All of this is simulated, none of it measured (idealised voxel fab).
process module | voxel released beams
cross-section cut | 210 nm wide | cells 5 nm
A cross-section is a grid of square cells, given in bands from the top down. A band is one or more rows of cells.
Each band's line starts with the height of the band's top and of its bottom, in nm. Then come its materials from left to right, each with its width in nm. One material with "throughout" fills the band from edge to edge. "air" is empty space.
Height 0 is the level under which the wafer as received is all one material. The lowest band goes on downwards, as in "0 down".
A width such as "30 to 40" changes by the same amount from each row of cells to the next, from the band's top row to its bottom row.
"no change" after a step means that no cell of the cross-section changed.
closed voids: empty space of 8 cells or more with no open way to the top, each as width x height at its distance from the left edge, in nm
after a step's settings: what the simulator itself notes on the step
overlay nm, on a step with a mask: how far to the right of its planned place the mask lay; to the left if negative
plan
1 op RECEIVE | material Si
2 op CONFORMAL_DEP | material Al2O3 | thk nm 5
3 op DIRECTIONAL_DEP | material SiO2 | thk nm 15
4 op DIRECTIONAL_DEP | material aC | thk nm 15
5 op PATTERN | tone open | mask id ANCHOR | material resist | width nm 20 | thk nm 30 | overlay nm 0
6 op DIRECTIONAL_ETCH | etch materials aC | depth nm 15
7 op STRIP | etch materials resist
8 op DIRECTIONAL_ETCH | etch materials SiO2 | depth nm 15
9 op STRIP | etch materials aC
10 op CONFORMAL_DEP | material SiN | thk nm 10
11 op MASKED_ETCH | tone cover | mask id BEAM | width nm 90 | etch materials SiN | depth nm 10 | overlay nm 0
12 op STRIP | etch materials SiO2
varied across the wafers: width nm of step 5. The plan shows the first wafer's value. All wafers start alike
first wafer as received, after step 1
  0 down: Si throughout
  closed voids: none
first wafer at the end, after step 12
  30 to 20: air 55 | SiN 90 | air 65
  20 to 5: air 65 | SiN 20 | air 125
  5 to 0: Al2O3 throughout
  0 down: Si throughout
  closed voids: none
last wafer at the end
  30 to 20: air 55 | SiN 10 | air 25 | SiN 55 | air 65
  20 to 15: air 55 | SiN 10 | air 25 | SiN 10 | air 110
  15 to 5: air 55 | SiN 45 | air 110
  5 to 0: Al2O3 throughout
  0 down: Si throughout
  closed voids: none
each wafer at the end: cells of each material gained (+) or lost (-) since it was received, then its closed voids
width nm 20 | +42 Al2O3 | +48 SiN | closed voids: none
width nm 25 | +42 Al2O3 | +48 SiN | closed voids: none
width nm 30 | +42 Al2O3 | +48 SiN | closed voids: none
width nm 35 | +42 Al2O3 | +48 SiN | closed voids: none
width nm 40 | +42 Al2O3 | +48 SiN | closed voids: none
width nm 45 | +42 Al2O3 | +48 SiN | closed voids: none
